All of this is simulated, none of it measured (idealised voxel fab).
Module name: voxel self aligned vias (process module)
FYI the section here is cut, 140 nm wide, cells are 5 nm squares.
For the purposes of this document, a cross-section shall be understood as a grid of square cells, specified as bands listed in top-to-bottom order, each band consisting of one or more rows of cells.
It is stipulated that each band's entry specify, in nanometres, the height of the top of the band and then that of its bottom, followed by the materials of the band in left-to-right sequence, each together with its width in nanometres. A single material marked by the word "everywhere" is understood to fill the band from edge to edge; the word "air" is understood to denote empty space.
Measure heights from 0. That's the level where, below it, the as-received wafer is all one material. The lowest band is bottomless and extends downward; write it as in "from 0 down".
Top row gets the first number, bottom row gets the second, and each row in between changes by the same step: that is how a band width like "30->40" works.
The cross-section has no changed cell in any step marked "no modifications".
In "Encapsulated voids" the enclosed voids are listed, meaning empty spaces of 8 cells or larger without any opening to the top. The form is width x height at distance, distance from the left edge, units nm.
Where a step's line continues beyond its settings, the continuation is a remark by the simulator itself on that step.
overlay nm: step with mask; distance mask lay right of planned place; negative value = left of planned place.

The process steps that were planned are listed below
1 op RECEIVE | material Si
2 op CONFORMAL_DEP | material SiO2 | thk nm 15
3 op CONFORMAL_DEP | material SiCN | thk nm 5
4 op DIRECTIONAL_DEP | material SiO2 | thk nm 30
5 op DIRECTIONAL_DEP | material aC | thk nm 10
6 op PATTERN | tone open | mask id LINES | material resist | width nm 15 | pitch nm 60 | thk nm 30 | overlay nm 0
7 op DIRECTIONAL_ETCH | etch materials aC | depth nm 10
8 op STRIP | etch materials resist
9 op DIRECTIONAL_ETCH | etch materials SiO2 | depth nm 30
10 op STRIP | etch materials aC
11 op CONFORMAL_DEP | material TiN | thk nm 5
12 op FILL_DEP | material W | thk nm 10
13 op CMP | height nm 50
14 op SELECTIVE_ETCH | etch materials W Ru TiN | depth nm 5
15 op FILL_DEP | material SiN | thk nm 10
16 op CMP | height nm 50
17 op DIRECTIONAL_DEP | material SiO2 | thk nm 20
18 op DIRECTIONAL_DEP | material aC | thk nm 15
19 op PATTERN | tone open | mask id VIAS | material resist | width nm 35 | thk nm 35 | overlay nm 0
20 op DIRECTIONAL_ETCH | etch materials aC | depth nm 15
21 op STRIP | etch materials resist
22 op DIRECTIONAL_ETCH | etch materials SiO2 | depth nm 20
23 op DIRECTIONAL_ETCH | etch materials SiN | depth nm 5
24 op STRIP | etch materials aC
25 op CONFORMAL_DEP | material TiN | thk nm 5
26 op FILL_DEP | material Ru | thk nm 10
27 op CMP | height nm 70
28 op CONFORMAL_DEP | material SiN | thk nm 5
For clarity, it should be stated that the wafers under discussion commence in an identical condition and differ with respect to the width nm of step 6, the plan indicating the value that the first wafer had.

Cross-section: the first of several wafers in its as-received state, i.e. following step 1
    from 0 down = Si everywhere
    Encapsulated voids: none

Quick look at the cross-section of the first of several wafers after step 28, which wraps up the module
    from 75 to 70 = SiN everywhere
    from 70 to 55 = SiO2 20 nm; TiN 5 nm; Ru 25 nm; TiN 5 nm; SiO2 85 nm
    from 55 to 50 = SiO2 20 nm; TiN 15 nm; Ru 5 nm; TiN 15 nm; SiO2 85 nm
    from 50 to 45 = SiO2 30 nm; TiN 15 nm; SiO2 45 nm; SiN 15 nm; SiO2 35 nm
    from 45 to 25 = SiO2 30 nm; TiN 5 nm; W 5 nm; TiN 5 nm; SiO2 45 nm; TiN 5 nm; W 5 nm; TiN 5 nm; SiO2 35 nm
    from 25 to 20 = SiO2 30 nm; TiN 15 nm; SiO2 45 nm; TiN 15 nm; SiO2 35 nm
    from 20 to 15 = SiCN everywhere
    from 15 to 0 = SiO2 everywhere
    from 0 down = Si everywhere
    Encapsulated voids: none

Here we cross-sectioned the last of the wafers once the module was done
    from 75 to 70 = SiN everywhere
    from 70 to 50 = SiO2 20 nm; TiN 5 nm; Ru 25 nm; TiN 5 nm; SiO2 85 nm
    from 50 to 45 = SiO2 20 nm; TiN 35 nm; SiN 5 nm; SiO2 20 nm; SiN 40 nm; SiO2 20 nm
    from 45 to 25 = SiO2 20 nm; TiN 5 nm; W 30 nm; TiN 5 nm; SiO2 20 nm; TiN 5 nm; W 30 nm; TiN 5 nm; SiO2 20 nm
    from 25 to 20 = SiO2 20 nm; TiN 40 nm; SiO2 20 nm; TiN 40 nm; SiO2 20 nm
    from 20 to 15 = SiCN everywhere
    from 15 to 0 = SiO2 everywhere
    from 0 down = Si everywhere
    Encapsulated voids: none

Here is how to read the rows: every wafer has a row, and it shows the wafer at the end of the module, giving for each material how many cells were gained (+) or lost (-) since the wafer was received, then listing its closed voids
width nm 15; +16 Ru; +28 SiCN; +31 SiN; +300 SiO2; +37 TiN; +8 W; Encapsulated voids: none
width nm 20; +17 Ru; +28 SiCN; +32 SiN; +288 SiO2; +39 TiN; +16 W; Encapsulated voids: none
width nm 25; +18 Ru; +28 SiCN; +33 SiN; +276 SiO2; +41 TiN; +24 W; Encapsulated voids: none
width nm 30; +19 Ru; +28 SiCN; +34 SiN; +264 SiO2; +43 TiN; +32 W; Encapsulated voids: none
width nm 35; +20 Ru; +28 SiCN; +35 SiN; +252 SiO2; +45 TiN; +40 W; Encapsulated voids: none
width nm 40; +20 Ru; +28 SiCN; +37 SiN; +240 SiO2; +47 TiN; +48 W; Encapsulated voids: none
